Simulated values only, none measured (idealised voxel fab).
Title: Process Module voxel double patterning
Cross-section cut: width 300 nm, square cells of 5 nm.
Cross-section, as written here: a square-cell grid given band by band from the top down, where a band holds one or more rows of cells.
Basically the band line says how high the top is and how high the bottom is, in nm, and then what's in it from left to right, every material with its width in nm. Empty space shows up as "blank", and if a single material carries "full width" it runs the full band edge to edge.
A quick word on heights: they are counted from 0, and under that level the wafer as it came to us is one material throughout. The lowest band is different from the rest in having no bottom; it simply continues downward, written as in "0 and below".
A width given as "30..40" starts at the first number in the band's top row and ends at the second number in its bottom row, shifting by an equal amount at every step from row to row.
"no modification", as given for a step, is the statement that not any cell of the cross-section underwent a change during that step.
What "Enclosed internal voids" gives you is every empty space of 8 cells or more that is cut off from the top. Each appears as width x height at distance, with the distance taken from the left edge and width, height and distance all in nm.
Formally, on a step line, whatever follows the settings is a remark that the simulator itself makes on the step.
overlay nm: how far to the right of its planned place the mask lay on this masked step (negative: to the left).
[Listed below are the process steps as planned]
1 RECEIVE (material Si)
2 CONFORMAL_DEP (material SiO2; thk nm 10)
3 DIRECTIONAL_DEP (material TiN; thk nm 15)
4 DIRECTIONAL_DEP (material SiCN; thk nm 5)
5 DIRECTIONAL_DEP (material aC; thk nm 10)
6 PATTERN (tone open; mask id FIRST; material resist; width nm 15; pitch nm 50; thk nm 30; overlay nm 0)
7 DIRECTIONAL_ETCH (etch materials aC; depth nm 10)
8 STRIP (etch materials resist)
9 DIRECTIONAL_ETCH (etch materials SiCN; depth nm 5)
10 STRIP (etch materials aC)
11 MASKED_ETCH (tone open; mask id SECOND; width nm 15; pitch nm 50; etch materials SiCN; depth nm 5; overlay nm 0)
12 DIRECTIONAL_ETCH (etch materials TiN; depth nm 15)
13 STRIP (etch materials SiCN)
The value of width nm given for step 6 in the plan refers to the first wafer; the wafers vary in this setting and are alike at the start.
[Cross-section: the first of several wafers in its as-received state, i.e. following step 1]
- 0 and below: Si full width
- Enclosed internal voids: none
[Row per wafer, end-of-module: cell gain (+)/loss (-) by material since the wafer came in, then closed voids]
width nm 15, +120 SiO2, +135 TiN, Enclosed internal voids: none
width nm 20, +120 SiO2, +126 TiN, Enclosed internal voids: none
width nm 25, +120 SiO2, +117 TiN, Enclosed internal voids: none
width nm 30, +120 SiO2, +108 TiN, Enclosed internal voids: none
